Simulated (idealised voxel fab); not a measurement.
This is a process module. Its name is voxel released beams.
This is section cut - it's 160 nm across, gridded in 5 nm square cells.
A cross-section in this document is a grid of square cells, and it is written down as bands, the top band listed before the ones below it; a band is made up of one or more rows of cells.
Basically the band line says how high the top is and how high the bottom is, in nm, and then what's in it from left to right, every material with its width in nm. Empty space shows up as "blank", and if a single material carries "everywhere" it runs the full band edge to edge.
Heights are measured from 0, the level below which the as-received wafer is all one material; the lowest band has no bottom and continues downward, written as in "0 down".
The width entry "30 to 40" should be interpreted row by row: the top row of cells in the band takes the first number, the bottom row takes the second number, and the change between adjacent rows is uniform throughout.
"remained unchanged" -> step changed no cross-section cell.
What "Trapped void list" gives you is every empty space of 8 cells or more that is cut off from the top. Each appears as width x height at distance, with the distance taken from the left edge and width, height and distance all in nm.
What comes after the settings on a step's line is commentary from the simulator itself on that step.
Among the settings permitted on a step's line is "overlay nm"; applied to a step with a mask, it specifies the extent to which the mask lay to the right of its planned position, whereas a negative figure signifies a position to the left.

STEPS IN THE PROCESS PLAN
1. op RECEIVE | material Si
2. op CONFORMAL_DEP | material Al2O3 | thk nm 5
3. op DIRECTIONAL_DEP | material SiO2 | thk nm 20
4. op DIRECTIONAL_DEP | material aC | thk nm 10
5. op PATTERN | tone open | mask id ANCHOR | material resist | width nm 25 | thk nm 25 | overlay nm 0
6. op DIRECTIONAL_ETCH | etch materials aC | depth nm 10
7. op STRIP | etch materials resist
8. op DIRECTIONAL_ETCH | etch materials SiO2 | depth nm 20
9. op STRIP | etch materials aC
10. op CONFORMAL_DEP | material polySi | thk nm 10
11. op PATTERN | tone cover | mask id BEAM | material resist | width nm 90 | thk nm 15 | overlay nm 0
12. op DIRECTIONAL_ETCH | etch materials polySi | depth nm 10
13. op STRIP | etch materials resist
14. op STRIP | etch materials SiO2

THE CROSS-SECTION HERE SHOWS THE WAFER AS RECEIVED, I.E. IN ITS STATE AFTER STEP 1
	0 down | Si everywhere
	Trapped void list: none

WHAT THE WAFER LOOKS LIKE IN CROSS-SECTION AFTER THIS MODULE, WHEN IT STARTS AS SHOWN ABOVE AND FOLLOWS THE PLAN ABOVE BUT ONE MISTAKE IS MADE IN RUNNING IT
	35 to 25 | 30 nm blank, then 90 nm polySi, then 40 nm blank
	25 to 20 | Al2O3 everywhere
	20 to 0 | SiO2 everywhere
	0 down | Si everywhere
	Trapped void list: none
Where did the run depart from the plan? the processing plan was not followed for steps 2 and 3, which were run with their positions exchanged
